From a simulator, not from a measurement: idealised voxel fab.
Process module in this document: voxel wiring stack
Cross-section cut: width 285 nm, square cells of 5 nm.
Cross-section, as written here: a square-cell grid given band by band from the top down, where a band holds one or more rows of cells. It is stipulated that each band's entry specify, in nanometres, the height of the top of the band and then that of its bottom, followed by the materials of the band in left-to-right sequence, each together with its width in nanometres. A single material marked by the word "edge to edge" is understood to fill the band from edge to edge; the word "empty" is understood to denote empty space. Note: height 0 marks the level under which the wafer is uniformly one material as received. Lowest band unbounded below, written "0 nm and below". A two-number width, for instance "30->40", indicates that the width is equal to the first number in the top row of the band and to the second number in the bottom row, and that it changes by a constant amount per row of cells. Given "everything unchanged" for a step, no cell of the cross-section differs between before and after that step. Enclosed internal cavities: empty space of 8 cells or more with no open way to the top, each as width x height at its distance from the left edge, in nm. What comes after the settings on a step's line is commentary from the simulator itself on that step. overlay nm: mask offset rightward from planned place, masked step; negative means leftward offset.
[Planned step list for the process]
1,RECEIVE: material Si
2,CONFORMAL_DEP: material SiO2, thk nm 15
3,CONFORMAL_DEP: material SiCN, thk nm 5
4,DIRECTIONAL_DEP: material lowk, thk nm 15
5,DIRECTIONAL_DEP: material aC, thk nm 10
6,PATTERN: tone open, mask id METAL_1, material resist, width nm 20, pitch nm 50, thk nm 30, overlay nm 0
7,DIRECTIONAL_ETCH: etch materials aC, depth nm 10
8,STRIP: etch materials resist
9,DIRECTIONAL_ETCH: etch materials lowk, depth nm 15
10,DIRECTIONAL_ETCH: etch materials SiCN, depth nm 5
11,STRIP: etch materials aC
12,CONFORMAL_DEP: material TiN, thk nm 5
13,FILL_DEP: material Cu, thk nm 10
14,CMP: height nm 35
15,CONFORMAL_DEP: material SiCN, thk nm 5
16,DIRECTIONAL_DEP: material lowk, thk nm 30
17,PATTERN: tone open, mask id METAL_2_HOLES, material resist, width nm 15, pitch nm 50, thk nm 15, overlay nm 0
18,DIRECTIONAL_ETCH: etch materials lowk, depth nm 30
19,STRIP: etch materials resist
20,DIRECTIONAL_DEP: material aC, thk nm 15
21,PATTERN: tone open, mask id METAL_2, material resist, width nm 20, pitch nm 50, thk nm 35, overlay nm 0
22,DIRECTIONAL_ETCH: etch materials aC, depth nm 15
23,STRIP: etch materials resist
24,DIRECTIONAL_ETCH: etch materials lowk, depth nm 15
25,DIRECTIONAL_ETCH: etch materials SiCN, depth nm 5
26,STRIP: etch materials aC
27,CONFORMAL_DEP: material TiN, thk nm 5
28,FILL_DEP: material Cu, thk nm 5
29,CMP: height nm 70
30,CONFORMAL_DEP: material SiCN, thk nm 5
[The following pertains to the first of two wafers, which was processed as planned]
[Cross-section: wafer on arrival = after step 1]
* 0 nm and below: Si edge to edge
* Enclosed internal cavities: none
[Cross-section of the wafer after step 2]
* 15 nm to 0 nm: SiO2 edge to edge
* At heights below 0, the structure remains unaltered.
[Cross-section of the wafer after step 3]
* 20 nm to 15 nm: SiCN edge to edge
* At heights below 15, the structure remains unaltered.
[Cross-section of the wafer after step 4]
* 35 nm to 20 nm: lowk edge to edge
* At heights below 20, the structure remains unaltered.
[Cross-section of the wafer after step 5]
* 45 nm to 35 nm: aC edge to edge
* At heights below 35, the structure remains unaltered.
[Cross-section of the wafer after step 6]
* 75 nm to 45 nm: resist (80), empty (20), resist (30), empty (20), resist (30), empty (20), resist (85)
* At heights below 45, the structure remains unaltered.
[Cross-section of the wafer after step 7]
* 65 nm to 45 nm: resist (80), empty (20), resist (30), empty (20), resist (30), empty (20), resist (85)
* 45 nm to 35 nm: aC (80), empty (20), aC (30), empty (20), aC (30), empty (20), aC (85)
* At heights below 35, the structure remains unaltered.
[Cross-section of the wafer after step 8]
* 45 nm to 35 nm: aC (80), empty (20), aC (30), empty (20), aC (30), empty (20), aC (85)
* At heights below 35, the structure remains unaltered.
[Cross-section of the wafer after step 9]
* 45 nm to 35 nm: aC (80), empty (20), aC (30), empty (20), aC (30), empty (20), aC (85)
* 35 nm to 20 nm: lowk (80), empty (20), lowk (30), empty (20), lowk (30), empty (20), lowk (85)
* At heights below 20, the structure remains unaltered.
[Cross-section of the wafer after step 10]
* 45 nm to 35 nm: aC (80), empty (20), aC (30), empty (20), aC (30), empty (20), aC (85)
* 35 nm to 20 nm: lowk (80), empty (20), lowk (30), empty (20), lowk (30), empty (20), lowk (85)
* 20 nm to 15 nm: SiCN (80), empty (20), SiCN (30), empty (20), SiCN (30), empty (20), SiCN (85)
* At heights below 15, the structure remains unaltered.
[Cross-section of the wafer after step 11]
* 35 nm to 20 nm: lowk (80), empty (20), lowk (30), empty (20), lowk (30), empty (20), lowk (85)
* At heights below 20, the structure remains unaltered.
[Cross-section of the wafer after step 12]
* 40 nm to 35 nm: TiN (85), empty (10), TiN (40), empty (10), TiN (40), empty (10), TiN (90)
* 35 nm to 20 nm: lowk (80), TiN (5), empty (10), TiN (5), lowk (30), TiN (5), empty (10), TiN (5), lowk (30), TiN (5), empty (10), TiN (5), lowk (85)
* 20 nm to 15 nm: SiCN (80), TiN (20), SiCN (30), TiN (20), SiCN (30), TiN (20), SiCN (85)
* At heights below 15, the structure remains unaltered.
[Cross-section of the wafer after step 13]
* 50 nm to 40 nm: Cu edge to edge
* 40 nm to 35 nm: TiN (85), Cu (10), TiN (40), Cu (10), TiN (40), Cu (10), TiN (90)
* 35 nm to 20 nm: lowk (80), TiN (5), Cu (10), TiN (5), lowk (30), TiN (5), Cu (10), TiN (5), lowk (30), TiN (5), Cu (10), TiN (5), lowk (85)
* At heights below 20, the structure remains unaltered.
[Cross-section of the wafer after step 14]
* 35 nm to 20 nm: lowk (80), TiN (5), Cu (10), TiN (5), lowk (30), TiN (5), Cu (10), TiN (5), lowk (30), TiN (5), Cu (10), TiN (5), lowk (85)
* At heights below 20, the structure remains unaltered.
[Cross-section of the wafer after step 15]
* 40 nm to 35 nm: SiCN edge to edge
* At heights below 35, the structure remains unaltered.
[Cross-section of the wafer after step 16]
* 70 nm to 40 nm: lowk edge to edge
* At heights below 40, the structure remains unaltered.
[Cross-section of the wafer after step 17]
* 85 nm to 70 nm: resist (80), empty (15), resist (35), empty (15), resist (35), empty (15), resist (90)
* At heights below 70, the structure remains unaltered.
[Cross-section of the wafer after step 18]
* 85 nm to 70 nm: resist (80), empty (15), resist (35), empty (15), resist (35), empty (15), resist (90)
* 70 nm to 40 nm: lowk (80), empty (15), lowk (35), empty (15), lowk (35), empty (15), lowk (90)
* At heights below 40, the structure remains unaltered.
[Cross-section of the wafer after step 19]
* 70 nm to 40 nm: lowk (80), empty (15), lowk (35), empty (15), lowk (35), empty (15), lowk (90)
* At heights below 40, the structure remains unaltered.
[Cross-section of the wafer after step 20]
* 85 nm to 70 nm: aC (80), empty (15), aC (35), empty (15), aC (35), empty (15), aC (90)
* 70 nm to 55 nm: lowk (80), empty (15), lowk (35), empty (15), lowk (35), empty (15), lowk (90)
* 55 nm to 40 nm: lowk (80), aC (15), lowk (35), aC (15), lowk (35), aC (15), lowk (90)
* At heights below 40, the structure remains unaltered.
[Cross-section of the wafer after step 21]
* 120 nm to 85 nm: resist (80), empty (20), resist (30), empty (20), resist (30), empty (20), resist (85)
* At heights below 85, the structure remains unaltered.
[Cross-section of the wafer after step 22]
* 105 nm to 85 nm: resist (80), empty (20), resist (30), empty (20), resist (30), empty (20), resist (85)
* 85 nm to 70 nm: aC (80), empty (20), aC (30), empty (20), aC (30), empty (20), aC (85)
* 70 nm to 40 nm: lowk (80), empty (15), lowk (35), empty (15), lowk (35), empty (15), lowk (90)
* At heights below 40, the structure remains unaltered.
[Cross-section of the wafer after step 23]
* 85 nm to 70 nm: aC (80), empty (20), aC (30), empty (20), aC (30), empty (20), aC (85)
* At heights below 70, the structure remains unaltered.
[Cross-section of the wafer after step 24]
* 85 nm to 70 nm: aC (80), empty (20), aC (30), empty (20), aC (30), empty (20), aC (85)
* 70 nm to 55 nm: lowk (80), empty (20), lowk (30), empty (20), lowk (30), empty (20), lowk (85)
* At heights below 55, the structure remains unaltered.
[Cross-section of the wafer after step 25]
* 85 nm to 70 nm: aC (80), empty (20), aC (30), empty (20), aC (30), empty (20), aC (85)
* 70 nm to 55 nm: lowk (80), empty (20), lowk (30), empty (20), lowk (30), empty (20), lowk (85)
* 55 nm to 40 nm: lowk (80), empty (15), lowk (35), empty (15), lowk (35), empty (15), lowk (90)
* 40 nm to 35 nm: SiCN (80), empty (15), SiCN (35), empty (15), SiCN (35), empty (15), SiCN (90)
* At heights below 35, the structure remains unaltered.
[Cross-section of the wafer after step 26]
* 70 nm to 55 nm: lowk (80), empty (20), lowk (30), empty (20), lowk (30), empty (20), lowk (85)
* At heights below 55, the structure remains unaltered.
[Cross-section of the wafer after step 27]
* 75 nm to 70 nm: TiN (85), empty (10), TiN (40), empty (10), TiN (40), empty (10), TiN (90)
* 70 nm to 60 nm: lowk (80), TiN (5), empty (10), TiN (5), lowk (30), TiN (5), empty (10), TiN (5), lowk (30), TiN (5), empty (10), TiN (5), lowk (85)
* 60 nm to 55 nm: lowk (80), TiN (5), empty (5), TiN (10), lowk (30), TiN (5), empty (5), TiN (10), lowk (30), TiN (5), empty (5), TiN (10), lowk (85)
* 55 nm to 40 nm: lowk (80), TiN (5), empty (5), TiN (5), lowk (35), TiN (5), empty (5), TiN (5), lowk (35), TiN (5), empty (5), TiN (5), lowk (90)
* 40 nm to 35 nm: SiCN (80), TiN (15), SiCN (35), TiN (15), SiCN (35), TiN (15), SiCN (90)
* At heights below 35, the structure remains unaltered.
[Cross-section of the wafer after step 28]
* 80 nm to 75 nm: Cu edge to edge
* 75 nm to 70 nm: TiN (85), Cu (10), TiN (40), Cu (10), TiN (40), Cu (10), TiN (90)
* 70 nm to 60 nm: lowk (80), TiN (5), Cu (10), TiN (5), lowk (30), TiN (5), Cu (10), TiN (5), lowk (30), TiN (5), Cu (10), TiN (5), lowk (85)
* 60 nm to 55 nm: lowk (80), TiN (5), Cu (5), TiN (10), lowk (30), TiN (5), Cu (5), TiN (10), lowk (30), TiN (5), Cu (5), TiN (10), lowk (85)
* 55 nm to 40 nm: lowk (80), TiN (5), Cu (5), TiN (5), lowk (35), TiN (5), Cu (5), TiN (5), lowk (35), TiN (5), Cu (5), TiN (5), lowk (90)
* At heights below 40, the structure remains unaltered.
[Cross-section of the wafer after step 29]
* 70 nm to 60 nm: lowk (80), TiN (5), Cu (10), TiN (5), lowk (30), TiN (5), Cu (10), TiN (5), lowk (30), TiN (5), Cu (10), TiN (5), lowk (85)
* At heights below 60, the structure remains unaltered.
[Cross-section of the wafer after step 30]
* 75 nm to 70 nm: SiCN edge to edge
* At heights below 70, the structure remains unaltered.
[The second wafer began exactly as the first did and followed the same plan, but one mistake was made while running it; through step 20 inclusive, the two wafers are identical]
[Here is the second wafer in cross-section at the point where step 21 of the plan should have been done]
* 120 nm to 85 nm: empty (80), resist (20), empty (30), resist (20), empty (30), resist (20), empty (85)
* 85 nm to 70 nm: aC (80), resist (15), aC (35), resist (15), aC (35), resist (15), aC (90)
* 70 nm to 55 nm: lowk (80), resist (15), lowk (35), resist (15), lowk (35), resist (15), lowk (90)
* At heights below 55, the structure remains unaltered.
[Here is the second wafer in cross-section at the point where step 22 of the plan should have been done]
* 105 nm to 85 nm: empty (80), resist (20), empty (30), resist (20), empty (30), resist (20), empty (85)
* 85 nm to 70 nm: empty (80), resist (15), aC (5), empty (30), resist (15), aC (5), empty (30), resist (15), aC (5), empty (85)
* At heights below 70, the structure remains unaltered.
[Here is the second wafer in cross-section at the point where step 23 of the plan should have been done]
* 85 nm to 70 nm: empty (95), aC (5), empty (45), aC (5), empty (45), aC (5), empty (85)
* 70 nm to 55 nm: lowk (80), empty (15), lowk (35), empty (15), lowk (35), empty (15), lowk (90)
* At heights below 55, the structure remains unaltered.
[Here is the second wafer in cross-section at the point where step 24 of the plan should have been done]
* 85 nm to 70 nm: empty (95), aC (5), empty (45), aC (5), empty (45), aC (5), empty (85)
* 70 nm to 55 nm: empty (95), lowk (5), empty (45), lowk (5), empty (45), lowk (5), empty (85)
* At heights below 55, the structure remains unaltered.
Here is the second wafer in cross-section at the point where step 25 of the plan should have been done: everything unchanged
[Here is the second wafer in cross-section at the point where step 26 of the plan should have been done]
* 70 nm to 55 nm: empty (95), lowk (5), empty (45), lowk (5), empty (45), lowk (5), empty (85)
* 55 nm to 40 nm: lowk (80), empty (15), lowk (35), empty (15), lowk (35), empty (15), lowk (90)
* At heights below 40, the structure remains unaltered.
[Here is the second wafer in cross-section at the point where step 27 of the plan should have been done]
* 75 nm to 70 nm: empty (90), TiN (15), empty (35), TiN (15), empty (35), TiN (15), empty (80)
* 70 nm to 60 nm: empty (90), TiN (5), lowk (5), TiN (5), empty (35), TiN (5), lowk (5), TiN (5), empty (35), TiN (5), lowk (5), TiN (5), empty (80)
* 60 nm to 55 nm: TiN (85), empty (5), TiN (5), lowk (5), TiN (35), empty (5), TiN (5), lowk (5), TiN (35), empty (5), TiN (5), lowk (5), TiN (85)
* 55 nm to 45 nm: lowk (80), TiN (5), empty (5), TiN (5), lowk (35), TiN (5), empty (5), TiN (5), lowk (35), TiN (5), empty (5), TiN (5), lowk (90)
* 45 nm to 40 nm: lowk (80), TiN (15), lowk (35), TiN (15), lowk (35), TiN (15), lowk (90)
* At heights below 40, the structure remains unaltered.
[Here is the second wafer in cross-section at the point where step 28 of the plan should have been done]
* 80 nm to 75 nm: Cu edge to edge
* 75 nm to 70 nm: Cu (90), TiN (15), Cu (35), TiN (15), Cu (35), TiN (15), Cu (80)
* 70 nm to 60 nm: Cu (90), TiN (5), lowk (5), TiN (5), Cu (35), TiN (5), lowk (5), TiN (5), Cu (35), TiN (5), lowk (5), TiN (5), Cu (80)
* 60 nm to 55 nm: TiN (85), Cu (5), TiN (5), lowk (5), TiN (35), Cu (5), TiN (5), lowk (5), TiN (35), Cu (5), TiN (5), lowk (5), TiN (85)
* 55 nm to 45 nm: lowk (80), TiN (5), Cu (5), TiN (5), lowk (35), TiN (5), Cu (5), TiN (5), lowk (35), TiN (5), Cu (5), TiN (5), lowk (90)
* At heights below 45, the structure remains unaltered.
[Here is the second wafer in cross-section at the point where step 29 of the plan should have been done]
* 70 nm to 60 nm: Cu (90), TiN (5), lowk (5), TiN (5), Cu (35), TiN (5), lowk (5), TiN (5), Cu (35), TiN (5), lowk (5), TiN (5), Cu (80)
* At heights below 60, the structure remains unaltered.
[Here is the second wafer in cross-section at the point where step 30 of the plan should have been done]
* 75 nm to 70 nm: SiCN edge to edge
* At heights below 70, the structure remains unaltered.
Want to know what went wrong? step 21 was run on a setting that differed from the plan, and what really ran there is PATTERN: tone cover, mask id METAL_2, material resist, width nm 20, pitch nm 50, thk nm 35, overlay nm 0
Materials where the second wafer ends with more or fewer cells than the first: +81 Cu | +9 SiCN | +36 TiN | -126 lowk
